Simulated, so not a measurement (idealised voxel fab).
process module | voxel ribs on slabs
cross-section cut | 200 nm wide | cells 5 nm
A cross-section is a grid of square cells, given in bands from the top down. A band is one or more rows of cells.
Each band's line starts with the height of the band's top and of its bottom, in nm. Then come its materials from left to right, each with its width in nm. One material with "throughout" fills the band from edge to edge. "air" is empty space.
Height 0 is the level under which the wafer as received is all one material. The lowest band goes on downwards, as in "0 down".
A width such as "30 to 40" changes by the same amount from each row of cells to the next, from the band's top row to its bottom row.
"no change" after a step means that no cell of the cross-section changed.
closed voids: empty space of 8 cells or more with no open way to the top, each as width x height at its distance from the left edge, in nm
after a step's settings: what the simulator itself notes on the step
overlay nm, on a step with a mask: how far to the right of its planned place the mask lay; to the left if negative
plan
1 op RECEIVE | material Si
2 op DIRECTIONAL_DEP | material SiO2 | thk nm 20
3 op DIRECTIONAL_DEP | material SiN | thk nm 25
4 op PATTERN | tone cover | mask id RIB | material resist | width nm 20 | thk nm 20 | overlay nm 0
5 op DIRECTIONAL_ETCH | etch materials SiN | depth nm 5
6 op STRIP | etch materials resist
7 op PATTERN | tone cover | mask id SLAB | material resist | width nm 80 | thk nm 15 | overlay nm 0
8 op DIRECTIONAL_ETCH | etch materials SiN | depth nm 20
9 op STRIP | etch materials resist
10 op FILL_DEP | material SiO2 | thk nm 30
11 op CMP | height nm 65
12 op DIRECTIONAL_DEP | material W | thk nm 10
13 op MASKED_ETCH | tone cover | mask id HEATER | width nm 30 | etch materials W | depth nm 10 | overlay nm 0
14 op CONFORMAL_DEP | material SiO2 | thk nm 10
first wafer, as planned
as received, after step 1
  0 down: Si throughout
  closed voids: none
after step 2
  20 to 0: SiO2 throughout
  below 0: unchanged
after step 3
  45 to 20: SiN throughout
  below 20: unchanged
after step 4
  65 to 45: air 90 | resist 20 | air 90
  below 45: unchanged
after step 5
  65 to 45: air 90 | resist 20 | air 90
  45 to 40: air 90 | SiN 20 | air 90
  below 40: unchanged
after step 6
  45 to 40: air 90 | SiN 20 | air 90
  below 40: unchanged
after step 7
  60 to 45: air 60 | resist 80 | air 60
  45 to 40: air 60 | resist 30 | SiN 20 | resist 30 | air 60
  below 40: unchanged
after step 8
  60 to 45: air 60 | resist 80 | air 60
  45 to 40: air 60 | resist 30 | SiN 20 | resist 30 | air 60
  40 to 20: air 60 | SiN 80 | air 60
  below 20: unchanged
after step 9
  45 to 40: air 90 | SiN 20 | air 90
  below 40: unchanged
after step 10
  75 to 45: SiO2 throughout
  45 to 40: SiO2 90 | SiN 20 | SiO2 90
  40 to 20: SiO2 60 | SiN 80 | SiO2 60
  below 20: unchanged
after step 11
  65 to 45: SiO2 throughout
  below 45: unchanged
after step 12
  75 to 65: W throughout
  below 65: unchanged
after step 13
  75 to 65: air 85 | W 30 | air 85
  below 65: unchanged
after step 14
  85 to 75: air 75 | SiO2 50 | air 75
  75 to 65: SiO2 85 | W 30 | SiO2 85
  below 65: unchanged
second wafer: like start, like plan, one mistake. Through step 6 it matches the first wafer
when step 7 should have ended
  60 to 45: air 55 | resist 80 | air 65
  45 to 40: air 55 | resist 35 | SiN 20 | resist 25 | air 65
  below 40: unchanged
when step 8 should have ended
  60 to 45: air 55 | resist 80 | air 65
  45 to 40: air 55 | resist 35 | SiN 20 | resist 25 | air 65
  40 to 20: air 55 | SiN 80 | air 65
  below 20: unchanged
when step 9 should have ended
  45 to 40: air 90 | SiN 20 | air 90
  below 40: unchanged
when step 10 should have ended
  75 to 45: SiO2 throughout
  45 to 40: SiO2 90 | SiN 20 | SiO2 90
  40 to 20: SiO2 55 | SiN 80 | SiO2 65
  below 20: unchanged
when step 11 should have ended
  65 to 45: SiO2 throughout
  below 45: unchanged
when step 12 should have ended
  75 to 65: W throughout
  below 65: unchanged
when step 13 should have ended
  75 to 65: air 85 | W 30 | air 85
  below 65: unchanged
when step 14 should have ended
  85 to 75: air 75 | SiO2 50 | air 75
  75 to 65: SiO2 85 | W 30 | SiO2 85
  below 65: unchanged
what went wrong: step 7 ran as: op PATTERN | tone cover | mask id SLAB | material resist | width nm 80 | thk nm 15 | overlay nm -5
at the end the second wafer has, in cells: as many of each material as the first, in other places
